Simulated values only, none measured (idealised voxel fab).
The name of this process module is voxel self aligned vias.
Pictured: cross-section cut, 275 nm wide, on a grid of 5 nm square cells.
If you're reading a cross-section in this doc, picture square cells in a grid; it comes to you as bands, top ones listed first down to the bottom, and a band can be one or more rows of cells. Top height, bottom height, nm. Materials left to right, width each, nm. Single material + "all across" = fills band edge to edge. "empty" = empty. It should be noted that heights are counted from 0, beneath which the wafer as supplied is of one material throughout, and that the lowest band possesses no lower boundary but continues downward, as written in "0 and below". The width entry "30 to 40" should be interpreted row by row: the top row of cells in the band takes the first number, the bottom row takes the second number, and the change between adjacent rows is uniform throughout. Where a step carries "changes: none", the cross-section came out of it unchanged, cell for cell. Listed in "Fully sealed cavities": every empty space of 8 or more cells without an open way to the top. Form: width x height at distance, the distance being from the left edge, all in nm. after a step's settings: what the simulator itself notes on the step. "overlay nm" answers the question of how far to the right of plan the mask lay on a step that has a mask, and when it is negative the answer is to the left.
**The following list gives the planned process steps**
1. RECEIVE [material Si]
2. CONFORMAL_DEP [material SiO2] [thk nm 15]
3. CONFORMAL_DEP [material SiCN] [thk nm 5]
4. DIRECTIONAL_DEP [material SiO2] [thk nm 20]
5. MASKED_ETCH [tone open] [mask id LINES] [width nm 30] [pitch nm 55] [etch materials SiO2] [depth nm 20] [overlay nm 0]
6. CONFORMAL_DEP [material TiN] [thk nm 5]
7. FILL_DEP [material Ru] [thk nm 10]
8. CMP [height nm 40]
9. SELECTIVE_ETCH [etch materials W Ru TiN] [depth nm 10]
10. FILL_DEP [material SiN] [thk nm 10]
11. CMP [height nm 40]
12. DIRECTIONAL_DEP [material SiO2] [thk nm 20]
13. PATTERN [tone open] [mask id VIAS] [material resist] [width nm 40] [pitch nm 110] [thk nm 20] [overlay nm 0]
14. DIRECTIONAL_ETCH [etch materials SiO2] [depth nm 20]
15. DIRECTIONAL_ETCH [etch materials SiN] [depth nm 10]
16. STRIP [etch materials resist]
17. CONFORMAL_DEP [material TiN] [thk nm 5]
18. FILL_DEP [material W] [thk nm 5]
19. CMP [height nm 60]
20. CONFORMAL_DEP [material SiCN] [thk nm 5]
**First of two wafers, processed according to plan**
**Incoming wafer in cross-section (state: after step 1)**
* 0 and below  Si all across
* Fully sealed cavities: none
**So this is the wafer cross-section right after step 2**
* 15 down to 0  SiO2 all across
* Everything under 0 stays put, no change at all.
**So this is the wafer cross-section right after step 3**
* 20 down to 15  SiCN all across
* Everything under 15 stays put, no change at all.
**So this is the wafer cross-section right after step 4**
* 40 down to 20  SiO2 all across
* Everything under 20 stays put, no change at all.
**So this is the wafer cross-section right after step 5**
* 40 down to 20  SiO2 65 nm  empty 30 nm  SiO2 25 nm  empty 30 nm  SiO2 25 nm  empty 30 nm  SiO2 70 nm
* Everything under 20 stays put, no change at all.
**So this is the wafer cross-section right after step 6**
* 45 down to 40  TiN 70 nm  empty 20 nm  TiN 35 nm  empty 20 nm  TiN 35 nm  empty 20 nm  TiN 75 nm
* 40 down to 25  SiO2 65 nm  TiN 5 nm  empty 20 nm  TiN 5 nm  SiO2 25 nm  TiN 5 nm  empty 20 nm  TiN 5 nm  SiO2 25 nm  TiN 5 nm  empty 20 nm  TiN 5 nm  SiO2 70 nm
* 25 down to 20  SiO2 65 nm  TiN 30 nm  SiO2 25 nm  TiN 30 nm  SiO2 25 nm  TiN 30 nm  SiO2 70 nm
* Everything under 20 stays put, no change at all.
**So this is the wafer cross-section right after step 7**
* 55 down to 45  Ru all across
* 45 down to 40  TiN 70 nm  Ru 20 nm  TiN 35 nm  Ru 20 nm  TiN 35 nm  Ru 20 nm  TiN 75 nm
* 40 down to 25  SiO2 65 nm  TiN 5 nm  Ru 20 nm  TiN 5 nm  SiO2 25 nm  TiN 5 nm  Ru 20 nm  TiN 5 nm  SiO2 25 nm  TiN 5 nm  Ru 20 nm  TiN 5 nm  SiO2 70 nm
* Everything under 25 stays put, no change at all.
**So this is the wafer cross-section right after step 8**
* 40 down to 25  SiO2 65 nm  TiN 5 nm  Ru 20 nm  TiN 5 nm  SiO2 25 nm  TiN 5 nm  Ru 20 nm  TiN 5 nm  SiO2 25 nm  TiN 5 nm  Ru 20 nm  TiN 5 nm  SiO2 70 nm
* Everything under 25 stays put, no change at all.
**So this is the wafer cross-section right after step 9**
* 40 down to 30  SiO2 65 nm  empty 30 nm  SiO2 25 nm  empty 30 nm  SiO2 25 nm  empty 30 nm  SiO2 70 nm
* Everything under 30 stays put, no change at all.
**So this is the wafer cross-section right after step 10**
* 50 down to 40  SiN all across
* 40 down to 30  SiO2 65 nm  SiN 30 nm  SiO2 25 nm  SiN 30 nm  SiO2 25 nm  SiN 30 nm  SiO2 70 nm
* Everything under 30 stays put, no change at all.
**So this is the wafer cross-section right after step 11**
* 40 down to 30  SiO2 65 nm  SiN 30 nm  SiO2 25 nm  SiN 30 nm  SiO2 25 nm  SiN 30 nm  SiO2 70 nm
* Everything under 30 stays put, no change at all.
**So this is the wafer cross-section right after step 12**
* 60 down to 40  SiO2 all across
* Everything under 40 stays put, no change at all.
**So this is the wafer cross-section right after step 13**
* 80 down to 60  resist 60 nm  empty 40 nm  resist 70 nm  empty 40 nm  resist 65 nm
* Everything under 60 stays put, no change at all.
**So this is the wafer cross-section right after step 14**
* 80 down to 60  resist 60 nm  empty 40 nm  resist 70 nm  empty 40 nm  resist 65 nm
* 60 down to 40  SiO2 60 nm  empty 40 nm  SiO2 70 nm  empty 40 nm  SiO2 65 nm
* Everything under 40 stays put, no change at all.
**So this is the wafer cross-section right after step 15**
* 80 down to 60  resist 60 nm  empty 40 nm  resist 70 nm  empty 40 nm  resist 65 nm
* 60 down to 40  SiO2 60 nm  empty 40 nm  SiO2 70 nm  empty 40 nm  SiO2 65 nm
* 40 down to 30  SiO2 65 nm  empty 30 nm  SiO2 25 nm  SiN 30 nm  SiO2 25 nm  empty 30 nm  SiO2 70 nm
* Everything under 30 stays put, no change at all.
**So this is the wafer cross-section right after step 16**
* 60 down to 40  SiO2 60 nm  empty 40 nm  SiO2 70 nm  empty 40 nm  SiO2 65 nm
* Everything under 40 stays put, no change at all.
**So this is the wafer cross-section right after step 17**
* 65 down to 60  TiN 65 nm  empty 30 nm  TiN 80 nm  empty 30 nm  TiN 70 nm
* 60 down to 45  SiO2 60 nm  TiN 5 nm  empty 30 nm  TiN 5 nm  SiO2 70 nm  TiN 5 nm  empty 30 nm  TiN 5 nm  SiO2 65 nm
* 45 down to 40  SiO2 60 nm  TiN 10 nm  empty 20 nm  TiN 10 nm  SiO2 70 nm  TiN 10 nm  empty 20 nm  TiN 10 nm  SiO2 65 nm
* 40 down to 35  SiO2 65 nm  TiN 5 nm  empty 20 nm  TiN 5 nm  SiO2 25 nm  SiN 30 nm  SiO2 25 nm  TiN 5 nm  empty 20 nm  TiN 5 nm  SiO2 70 nm
* 35 down to 30  SiO2 65 nm  TiN 30 nm  SiO2 25 nm  SiN 30 nm  SiO2 25 nm  TiN 30 nm  SiO2 70 nm
* Everything under 30 stays put, no change at all.
**So this is the wafer cross-section right after step 18**
* 70 down to 65  W all across
* 65 down to 60  TiN 65 nm  W 30 nm  TiN 80 nm  W 30 nm  TiN 70 nm
* 60 down to 45  SiO2 60 nm  TiN 5 nm  W 30 nm  TiN 5 nm  SiO2 70 nm  TiN 5 nm  W 30 nm  TiN 5 nm  SiO2 65 nm
* 45 down to 40  SiO2 60 nm  TiN 10 nm  W 20 nm  TiN 10 nm  SiO2 70 nm  TiN 10 nm  W 20 nm  TiN 10 nm  SiO2 65 nm
* 40 down to 35  SiO2 65 nm  TiN 5 nm  W 20 nm  TiN 5 nm  SiO2 25 nm  SiN 30 nm  SiO2 25 nm  TiN 5 nm  W 20 nm  TiN 5 nm  SiO2 70 nm
* Everything under 35 stays put, no change at all.
**So this is the wafer cross-section right after step 19**
* 60 down to 45  SiO2 60 nm  TiN 5 nm  W 30 nm  TiN 5 nm  SiO2 70 nm  TiN 5 nm  W 30 nm  TiN 5 nm  SiO2 65 nm
* Everything under 45 stays put, no change at all.
**So this is the wafer cross-section right after step 20**
* 65 down to 60  SiCN all across
* Everything under 60 stays put, no change at all.
**The second wafer began exactly as the first did and followed the same plan, but one mistake was made while running it; through step 1 inclusive, the two wafers are identical**
**Second wafer at the planned finish of step 2, seen in cross-section**
* 15 down to 0  Ru all across
* Everything under 0 stays put, no change at all.
**Second wafer at the planned finish of step 3, seen in cross-section**
* 20 down to 15  SiCN all across
* Everything under 15 stays put, no change at all.
**Second wafer at the planned finish of step 4, seen in cross-section**
* 40 down to 20  SiO2 all across
* Everything under 20 stays put, no change at all.
**Second wafer at the planned finish of step 5, seen in cross-section**
* 40 down to 20  SiO2 65 nm  empty 30 nm  SiO2 25 nm  empty 30 nm  SiO2 25 nm  empty 30 nm  SiO2 70 nm
* Everything under 20 stays put, no change at all.
**Second wafer at the planned finish of step 6, seen in cross-section**
* 45 down to 40  TiN 70 nm  empty 20 nm  TiN 35 nm  empty 20 nm  TiN 35 nm  empty 20 nm  TiN 75 nm
* 40 down to 25  SiO2 65 nm  TiN 5 nm  empty 20 nm  TiN 5 nm  SiO2 25 nm  TiN 5 nm  empty 20 nm  TiN 5 nm  SiO2 25 nm  TiN 5 nm  empty 20 nm  TiN 5 nm  SiO2 70 nm
* 25 down to 20  SiO2 65 nm  TiN 30 nm  SiO2 25 nm  TiN 30 nm  SiO2 25 nm  TiN 30 nm  SiO2 70 nm
* Everything under 20 stays put, no change at all.
**Second wafer at the planned finish of step 7, seen in cross-section**
* 55 down to 45  Ru all across
* 45 down to 40  TiN 70 nm  Ru 20 nm  TiN 35 nm  Ru 20 nm  TiN 35 nm  Ru 20 nm  TiN 75 nm
* 40 down to 25  SiO2 65 nm  TiN 5 nm  Ru 20 nm  TiN 5 nm  SiO2 25 nm  TiN 5 nm  Ru 20 nm  TiN 5 nm  SiO2 25 nm  TiN 5 nm  Ru 20 nm  TiN 5 nm  SiO2 70 nm
* Everything under 25 stays put, no change at all.
**Second wafer at the planned finish of step 8, seen in cross-section**
* 40 down to 25  SiO2 65 nm  TiN 5 nm  Ru 20 nm  TiN 5 nm  SiO2 25 nm  TiN 5 nm  Ru 20 nm  TiN 5 nm  SiO2 25 nm  TiN 5 nm  Ru 20 nm  TiN 5 nm  SiO2 70 nm
* Everything under 25 stays put, no change at all.
**Second wafer at the planned finish of step 9, seen in cross-section**
* 40 down to 30  SiO2 65 nm  empty 30 nm  SiO2 25 nm  empty 30 nm  SiO2 25 nm  empty 30 nm  SiO2 70 nm
* Everything under 30 stays put, no change at all.
**Second wafer at the planned finish of step 10, seen in cross-section**
* 50 down to 40  SiN all across
* 40 down to 30  SiO2 65 nm  SiN 30 nm  SiO2 25 nm  SiN 30 nm  SiO2 25 nm  SiN 30 nm  SiO2 70 nm
* Everything under 30 stays put, no change at all.
**Second wafer at the planned finish of step 11, seen in cross-section**
* 40 down to 30  SiO2 65 nm  SiN 30 nm  SiO2 25 nm  SiN 30 nm  SiO2 25 nm  SiN 30 nm  SiO2 70 nm
* Everything under 30 stays put, no change at all.
**Second wafer at the planned finish of step 12, seen in cross-section**
* 60 down to 40  SiO2 all across
* Everything under 40 stays put, no change at all.
**Second wafer at the planned finish of step 13, seen in cross-section**
* 80 down to 60  resist 60 nm  empty 40 nm  resist 70 nm  empty 40 nm  resist 65 nm
* Everything under 60 stays put, no change at all.
**Second wafer at the planned finish of step 14, seen in cross-section**
* 80 down to 60  resist 60 nm  empty 40 nm  resist 70 nm  empty 40 nm  resist 65 nm
* 60 down to 40  SiO2 60 nm  empty 40 nm  SiO2 70 nm  empty 40 nm  SiO2 65 nm
* Everything under 40 stays put, no change at all.
**Second wafer at the planned finish of step 15, seen in cross-section**
* 80 down to 60  resist 60 nm  empty 40 nm  resist 70 nm  empty 40 nm  resist 65 nm
* 60 down to 40  SiO2 60 nm  empty 40 nm  SiO2 70 nm  empty 40 nm  SiO2 65 nm
* 40 down to 30  SiO2 65 nm  empty 30 nm  SiO2 25 nm  SiN 30 nm  SiO2 25 nm  empty 30 nm  SiO2 70 nm
* Everything under 30 stays put, no change at all.
**Second wafer at the planned finish of step 16, seen in cross-section**
* 60 down to 40  SiO2 60 nm  empty 40 nm  SiO2 70 nm  empty 40 nm  SiO2 65 nm
* Everything under 40 stays put, no change at all.
**Second wafer at the planned finish of step 17, seen in cross-section**
* 65 down to 60  TiN 65 nm  empty 30 nm  TiN 80 nm  empty 30 nm  TiN 70 nm
* 60 down to 45  SiO2 60 nm  TiN 5 nm  empty 30 nm  TiN 5 nm  SiO2 70 nm  TiN 5 nm  empty 30 nm  TiN 5 nm  SiO2 65 nm
* 45 down to 40  SiO2 60 nm  TiN 10 nm  empty 20 nm  TiN 10 nm  SiO2 70 nm  TiN 10 nm  empty 20 nm  TiN 10 nm  SiO2 65 nm
* 40 down to 35  SiO2 65 nm  TiN 5 nm  empty 20 nm  TiN 5 nm  SiO2 25 nm  SiN 30 nm  SiO2 25 nm  TiN 5 nm  empty 20 nm  TiN 5 nm  SiO2 70 nm
* 35 down to 30  SiO2 65 nm  TiN 30 nm  SiO2 25 nm  SiN 30 nm  SiO2 25 nm  TiN 30 nm  SiO2 70 nm
* Everything under 30 stays put, no change at all.
**Second wafer at the planned finish of step 18, seen in cross-section**
* 70 down to 65  W all across
* 65 down to 60  TiN 65 nm  W 30 nm  TiN 80 nm  W 30 nm  TiN 70 nm
* 60 down to 45  SiO2 60 nm  TiN 5 nm  W 30 nm  TiN 5 nm  SiO2 70 nm  TiN 5 nm  W 30 nm  TiN 5 nm  SiO2 65 nm
* 45 down to 40  SiO2 60 nm  TiN 10 nm  W 20 nm  TiN 10 nm  SiO2 70 nm  TiN 10 nm  W 20 nm  TiN 10 nm  SiO2 65 nm
* 40 down to 35  SiO2 65 nm  TiN 5 nm  W 20 nm  TiN 5 nm  SiO2 25 nm  SiN 30 nm  SiO2 25 nm  TiN 5 nm  W 20 nm  TiN 5 nm  SiO2 70 nm
* Everything under 35 stays put, no change at all.
**Second wafer at the planned finish of step 19, seen in cross-section**
* 60 down to 45  SiO2 60 nm  TiN 5 nm  W 30 nm  TiN 5 nm  SiO2 70 nm  TiN 5 nm  W 30 nm  TiN 5 nm  SiO2 65 nm
* Everything under 45 stays put, no change at all.
**Second wafer at the planned finish of step 20, seen in cross-section**
* 65 down to 60  SiCN all across
* Everything under 60 stays put, no change at all.
Error vs. plan: step 2 ran differently from the plan; actual operation with settings: CONFORMAL_DEP [material Ru] [thk nm 15]
Heads up, by the end the second wafer has more or fewer cells of some materials compared to the first: 165 more of Ru, 165 fewer of SiO2
